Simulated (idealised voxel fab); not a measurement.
process module | voxel spacer lines
cross-section cut | 270 nm wide | cells 5 nm
A cross-section is a grid of square cells, given in bands from the top down. A band is one or more rows of cells.
Each band's line starts with the height of the band's top and of its bottom, in nm. Then come its materials from left to right, each with its width in nm. One material with "throughout" fills the band from edge to edge. "air" is empty space.
Height 0 is the level under which the wafer as received is all one material. The lowest band goes on downwards, as in "0 down".
A width such as "30 to 40" changes by the same amount from each row of cells to the next, from the band's top row to its bottom row.
"no change" after a step means that no cell of the cross-section changed.
closed voids: empty space of 8 cells or more with no open way to the top, each as width x height at its distance from the left edge, in nm
after a step's settings: what the simulator itself notes on the step
overlay nm, on a step with a mask: how far to the right of its planned place the mask lay; to the left if negative
plan
1 op RECEIVE | material Si
2 op CONFORMAL_DEP | material SiO2 | thk nm 10
3 op DIRECTIONAL_DEP | material W | thk nm 15
4 op DIRECTIONAL_DEP | material polySi | thk nm 30
5 op PATTERN | tone cover | mask id MANDREL | material resist | width nm 25 | pitch nm 80 | thk nm 40 | overlay nm 0
6 op DIRECTIONAL_ETCH | etch materials polySi | depth nm 30
7 op STRIP | etch materials resist
8 op CONFORMAL_DEP | material SiN | thk nm 15
9 op DIRECTIONAL_ETCH | etch materials SiN | depth nm 15
10 op STRIP | etch materials polySi
11 op DIRECTIONAL_ETCH | etch materials W | depth nm 15
12 op STRIP | etch materials SiN
13 op FILL_DEP | material SiO2 | thk nm 10
14 op CMP | height nm 25
as received, after step 1
  0 down: Si throughout
  closed voids: none
a wafer at the end: this start, this plan, one mistake
  25 to 10: SiO2 60 | W 15 | SiO2 35 | W 15 | SiO2 15 | W 15 | SiO2 35 | W 15 | SiO2 65
  10 to 0: SiO2 throughout
  0 down: Si throughout
  closed voids: none
what went wrong: step 5 ran as: op PATTERN | tone cover | mask id MANDREL | material resist | width nm 35 | pitch nm 80 | thk nm 40 | overlay nm 0
